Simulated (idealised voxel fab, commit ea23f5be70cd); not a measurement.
process module | voxel self aligned contacts
It is cross-section cut that appears here, measuring 270 nm in width, its square cells being 5 nm in size.
If you're reading a cross-section in this doc, picture square cells in a grid; it comes to you as bands, top ones listed first down to the bottom, and a band can be one or more rows of cells.
Heads up on the band format: heights come first, top then bottom, in nm. After that it's the materials left to right, each with its width in nm. A single material flagged "everywhere" fills the whole band edge to edge, and "empty" means there's empty space there.
Where do heights start? At 0: under that level the wafer as delivered is made of one material only. And the lowest band has no floor; it just carries on downward, as in "0 and below".
A width such as "30->40" changes by the same amount from each row of cells to the next, from the band's top row to its bottom row.
Step note "same as before" = no cross-section cell changed.
Entry "Enclosed cavities" = empty spaces >= 8 cells with no open way to the top; each as width x height at distance, distance from left edge, all nm.
Text after the settings on a step's line: the simulator's own remark on that step.
The "overlay nm" setting may appear on a step's line; for a step that uses a mask, it gives how far to the right of its planned position the mask lay, and a negative value indicates the left.

Listed below are the process steps as planned
1) RECEIVE,material Si
2) CONFORMAL_DEP,material SiO2,thk nm 5
3) DIRECTIONAL_DEP,material polySi,thk nm 25
4) DIRECTIONAL_DEP,material SiN,thk nm 25
5) MASKED_ETCH,tone cover,mask id GATE,width nm 30,pitch nm 70,etch materials SiN,depth nm 25,overlay nm 0
6) MASKED_ETCH,tone cover,mask id GATE,width nm 30,pitch nm 70,etch materials polySi,depth nm 25,overlay nm 0
7) CONFORMAL_DEP,material SiN,thk nm 10
8) DIRECTIONAL_ETCH,etch materials SiN,depth nm 10
9) FILL_DEP,material SiO2,thk nm 15
10) CMP,height nm 65
11) MASKED_ETCH,tone open,mask id CONTACT,width nm 40,pitch nm 70,etch materials SiO2,depth nm 65,overlay nm 0
12) CONFORMAL_DEP,material TiN,thk nm 5
13) FILL_DEP,material W,thk nm 5
14) CMP,height nm 65
15) CONFORMAL_DEP,material SiN,thk nm 5
Quick note for whoever runs this: the wafers start identical, but the width nm at step 11 isn't the same across them. The plan just shows what the first wafer had.

Here's the first of the wafers in cross-section, just as we got it, i.e. after step 1
0 and below  Si everywhere
Enclosed cavities: none

Below, a row for every wafer. Read it as the end-of-module picture: for each material the wafer shows its cells gained (+) or lost (-) since it was received, and then its closed voids
width nm 40, +264 SiN, +282 SiO2, +64 TiN, +56 W, +90 polySi, Enclosed cavities: none
width nm 45, +264 SiN, +278 SiO2, +66 TiN, +58 W, +90 polySi, Enclosed cavities: none
width nm 50, +264 SiN, +274 SiO2, +68 TiN, +60 W, +90 polySi, Enclosed cavities: none
width nm 55, +264 SiN, +270 SiO2, +70 TiN, +62 W, +90 polySi, Enclosed cavities: none
